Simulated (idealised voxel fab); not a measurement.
The process module that follows is named voxel quadruple lines.
For reference, the cross-section in this document is cut, with width 235 nm and square cells of 5 nm.
In what follows, cross-sections appear as grids of square cells, described through bands that run from the top down, where every band is one or more rows of cells.
Each band's line starts with the height of the band's top and of its bottom, in nm. Then come its materials from left to right, each with its width in nm. One material with "full width" fills the band from edge to edge. "empty" is empty space.
Ref level 0: as-received wafer is one material below here. Bottom band extends down with no lower bound ("0 nm and below").
The expression "30..40" gives the width at the extremes of the band, the first number at its top row of cells and the second at its bottom row, with the width changing by equal amounts from each row to the next in between.
When a step is marked "all unchanged", none of the cells in the cross-section changed during that step.
"Cavities, sealed" specifies each empty space that is not open to the top and that occupies no fewer than 8 cells, using the form width x height at distance, the distance measured from the left edge and all three quantities in nm.
Step line, after settings: the simulator's comment on this step.
"overlay nm" answers the question of how far to the right of plan the mask lay on a step that has a mask, and when it is negative the answer is to the left.

# Process steps (planned)
1 RECEIVE,material Si
2 CONFORMAL_DEP,material SiO2,thk nm 5
3 DIRECTIONAL_DEP,material Ru,thk nm 15
4 DIRECTIONAL_DEP,material polySi,thk nm 15
5 DIRECTIONAL_DEP,material aC,thk nm 25
6 PATTERN,tone cover,mask id MANDREL,material resist,width nm 25,pitch nm 80,thk nm 35,overlay nm 0
7 DIRECTIONAL_ETCH,etch materials aC,depth nm 25
8 STRIP,etch materials resist
9 CONFORMAL_DEP,material SiO2,thk nm 15
10 DIRECTIONAL_ETCH,etch materials SiO2,depth nm 15
11 STRIP,etch materials aC
12 DIRECTIONAL_ETCH,etch materials polySi,depth nm 15
13 STRIP,etch materials SiO2
14 CONFORMAL_DEP,material SiCN,thk nm 5
15 DIRECTIONAL_ETCH,etch materials SiCN,depth nm 5
16 STRIP,etch materials polySi
17 DIRECTIONAL_ETCH,etch materials Ru,depth nm 15
18 STRIP,etch materials SiCN

# First of two wafers - as planned

# So this is the incoming wafer in cross-section - it's already been through step 1
* 0 nm and below = Si full width
* Cavities, sealed: none

# Presented here is a cross-section of the wafer after step 2 has been performed
* 5 nm to 0 nm = SiO2 full width
* For the remainder of the cross-section, below 0, there is no change.

# Presented here is a cross-section of the wafer after step 3 has been performed
* 20 nm to 5 nm = Ru full width
* For the remainder of the cross-section, below 5, there is no change.

# Presented here is a cross-section of the wafer after step 4 has been performed
* 35 nm to 20 nm = polySi full width
* For the remainder of the cross-section, below 20, there is no change.

# Presented here is a cross-section of the wafer after step 5 has been performed
* 60 nm to 35 nm = aC full width
* For the remainder of the cross-section, below 35, there is no change.

# Presented here is a cross-section of the wafer after step 6 has been performed
* 95 nm to 60 nm = empty: 65, then resist: 25, then empty: 55, then resist: 25, then empty: 65
* For the remainder of the cross-section, below 60, there is no change.

# Presented here is a cross-section of the wafer after step 7 has been performed
* 70 nm to 60 nm = empty: 65, then resist: 25, then empty: 55, then resist: 25, then empty: 65
* 60 nm to 35 nm = empty: 65, then aC: 25, then empty: 55, then aC: 25, then empty: 65
* For the remainder of the cross-section, below 35, there is no change.

# Presented here is a cross-section of the wafer after step 8 has been performed
* 60 nm to 35 nm = empty: 65, then aC: 25, then empty: 55, then aC: 25, then empty: 65
* For the remainder of the cross-section, below 35, there is no change.

# Presented here is a cross-section of the wafer after step 9 has been performed
* 75 nm to 60 nm = empty: 50, then SiO2: 55, then empty: 25, then SiO2: 55, then empty: 50
* 60 nm to 50 nm = empty: 50, then SiO2: 15, then aC: 25, then SiO2: 15, then empty: 25, then SiO2: 15, then aC: 25, then SiO2: 15, then empty: 50
* 50 nm to 35 nm = SiO2: 65, then aC: 25, then SiO2: 55, then aC: 25, then SiO2: 65
* For the remainder of the cross-section, below 35, there is no change.

# Presented here is a cross-section of the wafer after step 10 has been performed
* 60 nm to 35 nm = empty: 50, then SiO2: 15, then aC: 25, then SiO2: 15, then empty: 25, then SiO2: 15, then aC: 25, then SiO2: 15, then empty: 50
* For the remainder of the cross-section, below 35, there is no change.

# Presented here is a cross-section of the wafer after step 11 has been performed
* 60 nm to 35 nm = empty: 50, then SiO2: 15, then empty: 25, then SiO2: 15, then empty: 25, then SiO2: 15, then empty: 25, then SiO2: 15, then empty: 50
* For the remainder of the cross-section, below 35, there is no change.

# Presented here is a cross-section of the wafer after step 12 has been performed
* 60 nm to 35 nm = empty: 50, then SiO2: 15, then empty: 25, then SiO2: 15, then empty: 25, then SiO2: 15, then empty: 25, then SiO2: 15, then empty: 50
* 35 nm to 20 nm = empty: 50, then polySi: 15, then empty: 25, then polySi: 15, then empty: 25, then polySi: 15, then empty: 25, then polySi: 15, then empty: 50
* For the remainder of the cross-section, below 20, there is no change.

# Presented here is a cross-section of the wafer after step 13 has been performed
* 35 nm to 20 nm = empty: 50, then polySi: 15, then empty: 25, then polySi: 15, then empty: 25, then polySi: 15, then empty: 25, then polySi: 15, then empty: 50
* For the remainder of the cross-section, below 20, there is no change.

# Presented here is a cross-section of the wafer after step 14 has been performed
* 40 nm to 35 nm = empty: 45, then SiCN: 25, then empty: 15, then SiCN: 25, then empty: 15, then SiCN: 25, then empty: 15, then SiCN: 25, then empty: 45
* 35 nm to 25 nm = empty: 45, then SiCN: 5, then polySi: 15, then SiCN: 5, then empty: 15, then SiCN: 5, then polySi: 15, then SiCN: 5, then empty: 15, then SiCN: 5, then polySi: 15, then SiCN: 5, then empty: 15, then SiCN: 5, then polySi: 15, then SiCN: 5, then empty: 45
* 25 nm to 20 nm = SiCN: 50, then polySi: 15, then SiCN: 25, then polySi: 15, then SiCN: 25, then polySi: 15, then SiCN: 25, then polySi: 15, then SiCN: 50
* For the remainder of the cross-section, below 20, there is no change.

# Presented here is a cross-section of the wafer after step 15 has been performed
* 35 nm to 20 nm = empty: 45, then SiCN: 5, then polySi: 15, then SiCN: 5, then empty: 15, then SiCN: 5, then polySi: 15, then SiCN: 5, then empty: 15, then SiCN: 5, then polySi: 15, then SiCN: 5, then empty: 15, then SiCN: 5, then polySi: 15, then SiCN: 5, then empty: 45
* For the remainder of the cross-section, below 20, there is no change.

# Presented here is a cross-section of the wafer after step 16 has been performed
* 35 nm to 20 nm = empty: 45, then SiCN: 5, then empty: 15, then SiCN: 5, then empty: 15, then SiCN: 5, then empty: 15, then SiCN: 5, then empty: 15, then SiCN: 5, then empty: 15, then SiCN: 5, then empty: 15, then SiCN: 5, then empty: 15, then SiCN: 5, then empty: 45
* For the remainder of the cross-section, below 20, there is no change.

# Presented here is a cross-section of the wafer after step 17 has been performed
* 35 nm to 20 nm = empty: 45, then SiCN: 5, then empty: 15, then SiCN: 5, then empty: 15, then SiCN: 5, then empty: 15, then SiCN: 5, then empty: 15, then SiCN: 5, then empty: 15, then SiCN: 5, then empty: 15, then SiCN: 5, then empty: 15, then SiCN: 5, then empty: 45
* 20 nm to 5 nm = empty: 45, then Ru: 5, then empty: 15, then Ru: 5, then empty: 15, then Ru: 5, then empty: 15, then Ru: 5, then empty: 15, then Ru: 5, then empty: 15, then Ru: 5, then empty: 15, then Ru: 5, then empty: 15, then Ru: 5, then empty: 45
* For the remainder of the cross-section, below 5, there is no change.

# Presented here is a cross-section of the wafer after step 18 has been performed
* 20 nm to 5 nm = empty: 45, then Ru: 5, then empty: 15, then Ru: 5, then empty: 15, then Ru: 5, then empty: 15, then Ru: 5, then empty: 15, then Ru: 5, then empty: 15, then Ru: 5, then empty: 15, then Ru: 5, then empty: 15, then Ru: 5, then empty: 45
* For the remainder of the cross-section, below 5, there is no change.

# For the second wafer, take the first wafer's start and plan, then add one mistake made in running it; everything through step 1, that step included, is shared with the first

Here is the second wafer in cross-section at the point where step 2 of the plan should have been done: all unchanged

# Here is the second wafer in cross-section at the point where step 3 of the plan should have been done
* 15 nm to 0 nm = Ru full width
* For the remainder of the cross-section, below 0, there is no change.

# Here is the second wafer in cross-section at the point where step 4 of the plan should have been done
* 30 nm to 15 nm = polySi full width
* For the remainder of the cross-section, below 15, there is no change.

# Here is the second wafer in cross-section at the point where step 5 of the plan should have been done
* 55 nm to 30 nm = aC full width
* For the remainder of the cross-section, below 30, there is no change.

# Here is the second wafer in cross-section at the point where step 6 of the plan should have been done
* 90 nm to 55 nm = empty: 65, then resist: 25, then empty: 55, then resist: 25, then empty: 65
* For the remainder of the cross-section, below 55, there is no change.

# Here is the second wafer in cross-section at the point where step 7 of the plan should have been done
* 65 nm to 55 nm = empty: 65, then resist: 25, then empty: 55, then resist: 25, then empty: 65
* 55 nm to 30 nm = empty: 65, then aC: 25, then empty: 55, then aC: 25, then empty: 65
* For the remainder of the cross-section, below 30, there is no change.

# Here is the second wafer in cross-section at the point where step 8 of the plan should have been done
* 55 nm to 30 nm = empty: 65, then aC: 25, then empty: 55, then aC: 25, then empty: 65
* For the remainder of the cross-section, below 30, there is no change.

# Here is the second wafer in cross-section at the point where step 9 of the plan should have been done
* 70 nm to 55 nm = empty: 50, then SiO2: 55, then empty: 25, then SiO2: 55, then empty: 50
* 55 nm to 45 nm = empty: 50, then SiO2: 15, then aC: 25, then SiO2: 15, then empty: 25, then SiO2: 15, then aC: 25, then SiO2: 15, then empty: 50
* 45 nm to 30 nm = SiO2: 65, then aC: 25, then SiO2: 55, then aC: 25, then SiO2: 65
* For the remainder of the cross-section, below 30, there is no change.

# Here is the second wafer in cross-section at the point where step 10 of the plan should have been done
* 55 nm to 30 nm = empty: 50, then SiO2: 15, then aC: 25, then SiO2: 15, then empty: 25, then SiO2: 15, then aC: 25, then SiO2: 15, then empty: 50
* For the remainder of the cross-section, below 30, there is no change.

# Here is the second wafer in cross-section at the point where step 11 of the plan should have been done
* 55 nm to 30 nm = empty: 50, then SiO2: 15, then empty: 25, then SiO2: 15, then empty: 25, then SiO2: 15, then empty: 25, then SiO2: 15, then empty: 50
* For the remainder of the cross-section, below 30, there is no change.

# Here is the second wafer in cross-section at the point where step 12 of the plan should have been done
* 55 nm to 30 nm = empty: 50, then SiO2: 15, then empty: 25, then SiO2: 15, then empty: 25, then SiO2: 15, then empty: 25, then SiO2: 15, then empty: 50
* 30 nm to 15 nm = empty: 50, then polySi: 15, then empty: 25, then polySi: 15, then empty: 25, then polySi: 15, then empty: 25, then polySi: 15, then empty: 50
* For the remainder of the cross-section, below 15, there is no change.

# Here is the second wafer in cross-section at the point where step 13 of the plan should have been done
* 30 nm to 15 nm = empty: 50, then polySi: 15, then empty: 25, then polySi: 15, then empty: 25, then polySi: 15, then empty: 25, then polySi: 15, then empty: 50
* For the remainder of the cross-section, below 15, there is no change.

# Here is the second wafer in cross-section at the point where step 14 of the plan should have been done
* 35 nm to 30 nm = empty: 45, then SiCN: 25, then empty: 15, then SiCN: 25, then empty: 15, then SiCN: 25, then empty: 15, then SiCN: 25, then empty: 45
* 30 nm to 20 nm = empty: 45, then SiCN: 5, then polySi: 15, then SiCN: 5, then empty: 15, then SiCN: 5, then polySi: 15, then SiCN: 5, then empty: 15, then SiCN: 5, then polySi: 15, then SiCN: 5, then empty: 15, then SiCN: 5, then polySi: 15, then SiCN: 5, then empty: 45
* 20 nm to 15 nm = SiCN: 50, then polySi: 15, then SiCN: 25, then polySi: 15, then SiCN: 25, then polySi: 15, then SiCN: 25, then polySi: 15, then SiCN: 50
* For the remainder of the cross-section, below 15, there is no change.

# Here is the second wafer in cross-section at the point where step 15 of the plan should have been done
* 30 nm to 15 nm = empty: 45, then SiCN: 5, then polySi: 15, then SiCN: 5, then empty: 15, then SiCN: 5, then polySi: 15, then SiCN: 5, then empty: 15, then SiCN: 5, then polySi: 15, then SiCN: 5, then empty: 15, then SiCN: 5, then polySi: 15, then SiCN: 5, then empty: 45
* For the remainder of the cross-section, below 15, there is no change.

# Here is the second wafer in cross-section at the point where step 16 of the plan should have been done
* 30 nm to 15 nm = empty: 45, then SiCN: 5, then empty: 15, then SiCN: 5, then empty: 15, then SiCN: 5, then empty: 15, then SiCN: 5, then empty: 15, then SiCN: 5, then empty: 15, then SiCN: 5, then empty: 15, then SiCN: 5, then empty: 15, then SiCN: 5, then empty: 45
* For the remainder of the cross-section, below 15, there is no change.

# Here is the second wafer in cross-section at the point where step 17 of the plan should have been done
* 30 nm to 15 nm = empty: 45, then SiCN: 5, then empty: 15, then SiCN: 5, then empty: 15, then SiCN: 5, then empty: 15, then SiCN: 5, then empty: 15, then SiCN: 5, then empty: 15, then SiCN: 5, then empty: 15, then SiCN: 5, then empty: 15, then SiCN: 5, then empty: 45
* 15 nm to 0 nm = empty: 45, then Ru: 5, then empty: 15, then Ru: 5, then empty: 15, then Ru: 5, then empty: 15, then Ru: 5, then empty: 15, then Ru: 5, then empty: 15, then Ru: 5, then empty: 15, then Ru: 5, then empty: 15, then Ru: 5, then empty: 45
* For the remainder of the cross-section, below 0, there is no change.

# Here is the second wafer in cross-section at the point where step 18 of the plan should have been done
* 15 nm to 0 nm = empty: 45, then Ru: 5, then empty: 15, then Ru: 5, then empty: 15, then Ru: 5, then empty: 15, then Ru: 5, then empty: 15, then Ru: 5, then empty: 15, then Ru: 5, then empty: 15, then Ru: 5, then empty: 15, then Ru: 5, then empty: 45
* For the remainder of the cross-section, below 0, there is no change.
Which mistake was made when the wafer was run? skipped: plan step 2 (never run)
at the end the second wafer has, in cells: SiO2: 47 fewer
